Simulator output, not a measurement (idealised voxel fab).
Process module in this document: voxel wiring stack
Square cells of 5 nm make up the cross-section cut, whose width is 220 nm.
Think of the cross-section as a grid of square cells. We describe it in bands, top to bottom, and each band covers one or more rows of those cells. The band entry comprises the height of the band's top followed by the height of its bottom, expressed in nm, and subsequently the band's materials from left to right, each stated together with its width in nm. Where a single material is marked with the word "full width", that material fills the band from edge to edge. The word "blank" represents empty space. Heights are measured from 0, the level below which the as-received wafer is all one material; the lowest band has no bottom and continues downward, written as in "0 down". The notation "30..40" denotes a width that varies across the rows of cells in the band, beginning at the first number in the top row, finishing at the second number in the bottom row, and changing by an identical amount from each row to the next. Where a step carries "same as before", the cross-section came out of it unchanged, cell for cell. If an empty space has no open way to the top and is at least 8 cells in size, "Fully sealed cavities" lists it, written width x height at distance, where distance is measured from the left edge and every value is in nm. Whatever follows a step's settings on its line is a remark the simulator itself makes about that step. Regarding "overlay nm": on a step with a mask, it is the distance the mask lay to the right of its planned place; a negative value places it to the left.
# The process steps that were planned are listed below
- 1: RECEIVE,material Si
- 2: CONFORMAL_DEP,material SiO2,thk nm 10
- 3: DIRECTIONAL_DEP,material TiN,thk nm 5
- 4: DIRECTIONAL_DEP,material Ru,thk nm 20
- 5: DIRECTIONAL_DEP,material aC,thk nm 15
- 6: PATTERN,tone cover,mask id METAL_1,material resist,width nm 20,pitch nm 45,thk nm 35,overlay nm 0
- 7: DIRECTIONAL_ETCH,etch materials aC,depth nm 15
- 8: STRIP,etch materials resist
- 9: DIRECTIONAL_ETCH,etch materials Ru,depth nm 20
- 10: DIRECTIONAL_ETCH,etch materials TiN,depth nm 5
- 11: STRIP,etch materials aC
- 12: CONFORMAL_DEP,material SiCN,thk nm 5
- 13: FILL_DEP,material lowk,thk nm 5
- 14: CMP,height nm 35
- 15: CONFORMAL_DEP,material SiCN,thk nm 5
- 16: DIRECTIONAL_DEP,material lowk,thk nm 15
- 17: DIRECTIONAL_DEP,material aC,thk nm 10
- 18: PATTERN,tone open,mask id PLUG_1,material resist,width nm 15,pitch nm 45,thk nm 25,overlay nm 0
- 19: DIRECTIONAL_ETCH,etch materials aC,depth nm 10
- 20: STRIP,etch materials resist
- 21: DIRECTIONAL_ETCH,etch materials lowk,depth nm 15
- 22: DIRECTIONAL_ETCH,etch materials SiCN,depth nm 5
- 23: STRIP,etch materials aC
- 24: EPI,material Ru,thk nm 10
- 25: EPI,material Ru,thk nm 10
- 26: DIRECTIONAL_DEP,material TiN,thk nm 5
- 27: DIRECTIONAL_DEP,material W,thk nm 25
- 28: DIRECTIONAL_DEP,material aC,thk nm 15
- 29: PATTERN,tone cover,mask id METAL_2,material resist,width nm 20,pitch nm 45,thk nm 30,overlay nm 0
- 30: DIRECTIONAL_ETCH,etch materials aC,depth nm 15
- 31: STRIP,etch materials resist
- 32: DIRECTIONAL_ETCH,etch materials W,depth nm 25
- 33: DIRECTIONAL_ETCH,etch materials TiN,depth nm 5
- 34: STRIP,etch materials aC
- 35: FILL_DEP,material lowk,thk nm 10
- 36: CMP,height nm 85
- 37: CONFORMAL_DEP,material SiCN,thk nm 5
- 38: DIRECTIONAL_DEP,material lowk,thk nm 30
- 39: PATTERN,tone open,mask id METAL_3,material resist,width nm 20,pitch nm 45,thk nm 20,overlay nm 0
- 40: DIRECTIONAL_ETCH,etch materials lowk,depth nm 15
- 41: STRIP,etch materials resist
- 42: MASKED_ETCH,tone open,mask id METAL_3_HOLES,width nm 15,pitch nm 45,etch materials lowk,depth nm 15,overlay nm 0
- 43: MASKED_ETCH,tone open,mask id METAL_3_HOLES,width nm 15,pitch nm 45,etch materials SiCN,depth nm 5,overlay nm 0
- 44: CONFORMAL_DEP,material TiN,thk nm 5
- 45: FILL_DEP,material Cu,thk nm 5
- 46: CMP,height nm 120
- 47: CONFORMAL_DEP,material SiN,thk nm 5
For clarity, it should be stated that the wafers under discussion commence in an identical condition and differ with respect to the thk nm of step 37, the plan indicating the value that the first wafer had.
# First wafer of several, as received: cross-section after step 1
  0 down: Si full width
  Fully sealed cavities: none
# The table below has one row for each wafer; a row shows, as of the end of the module, how many cells of each material the wafer has gained, marked (+), or lost, marked (-), since it was received, and then the wafer's closed voids
thk nm 5 | +16 Cu | +56 Ru | +128 SiCN | +44 SiN | +88 SiO2 | +48 TiN | +40 W | +680 lowk | Fully sealed cavities: none
thk nm 10 | +12 Cu | +56 Ru | +172 SiCN | +44 SiN | +88 SiO2 | +44 TiN | +40 W | +644 lowk | Fully sealed cavities: none
thk nm 15 | +8 Cu | +56 Ru | +216 SiCN | +44 SiN | +88 SiO2 | +40 TiN | +40 W | +608 lowk | Fully sealed cavities: none
thk nm 20 | +6 Cu | +56 Ru | +260 SiCN | +44 SiN | +88 SiO2 | +34 TiN | +40 W | +572 lowk | Fully sealed cavities: none
